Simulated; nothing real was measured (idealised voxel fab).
process module | voxel double patterning
cross-section cut | 295 nm wide | cells 5 nm
A cross-section is a grid of square cells, given in bands from the top down. A band is one or more rows of cells.
Each band's line starts with the height of the band's top and of its bottom, in nm. Then come its materials from left to right, each with its width in nm. One material with "throughout" fills the band from edge to edge. "air" is empty space.
Height 0 is the level under which the wafer as received is all one material. The lowest band goes on downwards, as in "0 down".
A width such as "30 to 40" changes by the same amount from each row of cells to the next, from the band's top row to its bottom row.
"no change" after a step means that no cell of the cross-section changed.
closed voids: empty space of 8 cells or more with no open way to the top, each as width x height at its distance from the left edge, in nm
after a step's settings: what the simulator itself notes on the step
overlay nm, on a step with a mask: how far to the right of its planned place the mask lay; to the left if negative
plan
1 op RECEIVE | material Si
2 op CONFORMAL_DEP | material SiN | thk nm 10
3 op DIRECTIONAL_DEP | material SiO2 | thk nm 20
4 op DIRECTIONAL_DEP | material SiCN | thk nm 10
5 op PATTERN | tone open | mask id FIRST | material resist | width nm 15 | pitch nm 50 | thk nm 15 | overlay nm 0
6 op DIRECTIONAL_ETCH | etch materials SiCN | depth nm 10
7 op STRIP | etch materials resist
8 op DIRECTIONAL_DEP | material aC | thk nm 15
9 op PATTERN | tone open | mask id SECOND | material resist | width nm 15 | thk nm 35 | overlay nm 0
10 op DIRECTIONAL_ETCH | etch materials aC | depth nm 15
11 op STRIP | etch materials resist
12 op DIRECTIONAL_ETCH | etch materials SiCN | depth nm 10
13 op STRIP | etch materials aC
14 op DIRECTIONAL_ETCH | etch materials SiO2 | depth nm 20
15 op STRIP | etch materials SiCN
first wafer, as planned
as received, after step 1
  0 down: Si throughout
  closed voids: none
after step 2
  10 to 0: SiN throughout
  below 0: unchanged
after step 3
  30 to 10: SiO2 throughout
  below 10: unchanged
after step 4
  40 to 30: SiCN throughout
  below 30: unchanged
after step 5
  55 to 40: resist 115 | air 15 | resist 35 | air 15 | resist 115
  below 40: unchanged
after step 6
  55 to 40: resist 115 | air 15 | resist 35 | air 15 | resist 115
  40 to 30: SiCN 115 | air 15 | SiCN 35 | air 15 | SiCN 115
  below 30: unchanged
after step 7
  40 to 30: SiCN 115 | air 15 | SiCN 35 | air 15 | SiCN 115
  below 30: unchanged
after step 8
  55 to 45: aC 115 | air 15 | aC 35 | air 15 | aC 115
  45 to 40: aC throughout
  40 to 30: SiCN 115 | aC 15 | SiCN 35 | aC 15 | SiCN 115
  below 30: unchanged
after step 9
  90 to 55: resist 140 | air 15 | resist 140
  55 to 45: aC 115 | resist 15 | aC 35 | resist 15 | aC 115
  below 45: unchanged
after step 10
  75 to 55: resist 140 | air 15 | resist 140
  55 to 45: aC 115 | resist 15 | aC 10 | air 15 | aC 10 | resist 15 | aC 115
  45 to 40: aC 140 | air 15 | aC 140
  below 40: unchanged
after step 11
  55 to 45: aC 115 | air 15 | aC 10 | air 15 | aC 10 | air 15 | aC 115
  below 45: unchanged
after step 12
  55 to 45: aC 115 | air 15 | aC 10 | air 15 | aC 10 | air 15 | aC 115
  45 to 40: aC 140 | air 15 | aC 140
  40 to 30: SiCN 115 | aC 15 | SiCN 10 | air 15 | SiCN 10 | aC 15 | SiCN 115
  below 30: unchanged
after step 13
  40 to 30: SiCN 115 | air 15 | SiCN 10 | air 15 | SiCN 10 | air 15 | SiCN 115
  below 30: unchanged
after step 14
  40 to 30: SiCN 115 | air 15 | SiCN 10 | air 15 | SiCN 10 | air 15 | SiCN 115
  30 to 10: SiO2 115 | air 15 | SiO2 10 | air 15 | SiO2 10 | air 15 | SiO2 115
  below 10: unchanged
after step 15
  30 to 10: SiO2 115 | air 15 | SiO2 10 | air 15 | SiO2 10 | air 15 | SiO2 115
  below 10: unchanged
second wafer: like start, like plan, one mistake. Through step 8 it matches the first wafer
when step 9 should have ended
  90 to 55: resist 140 | air 20 | resist 135
  55 to 45: aC 115 | resist 15 | aC 35 | resist 15 | aC 115
  below 45: unchanged
when step 10 should have ended
  75 to 55: resist 140 | air 20 | resist 135
  55 to 45: aC 115 | resist 15 | aC 10 | air 20 | aC 5 | resist 15 | aC 115
  45 to 40: aC 140 | air 20 | aC 135
  below 40: unchanged
when step 11 should have ended
  55 to 45: aC 115 | air 15 | aC 10 | air 20 | aC 5 | air 15 | aC 115
  below 45: unchanged
when step 12 should have ended
  55 to 45: aC 115 | air 15 | aC 10 | air 20 | aC 5 | air 15 | aC 115
  45 to 40: aC 140 | air 20 | aC 135
  40 to 30: SiCN 115 | aC 15 | SiCN 10 | air 20 | SiCN 5 | aC 15 | SiCN 115
  below 30: unchanged
when step 13 should have ended
  40 to 30: SiCN 115 | air 15 | SiCN 10 | air 20 | SiCN 5 | air 15 | SiCN 115
  below 30: unchanged
when step 14 should have ended
  40 to 30: SiCN 115 | air 15 | SiCN 10 | air 20 | SiCN 5 | air 15 | SiCN 115
  30 to 10: SiO2 115 | air 15 | SiO2 10 | air 20 | SiO2 5 | air 15 | SiO2 115
  below 10: unchanged
when step 15 should have ended
  30 to 10: SiO2 115 | air 15 | SiO2 10 | air 20 | SiO2 5 | air 15 | SiO2 115
  below 10: unchanged
what went wrong: step 9 ran as: op PATTERN | tone open | mask id SECOND | material resist | width nm 20 | thk nm 35 | overlay nm 0
at the end the second wafer has, in cells: 4 fewer of SiO2
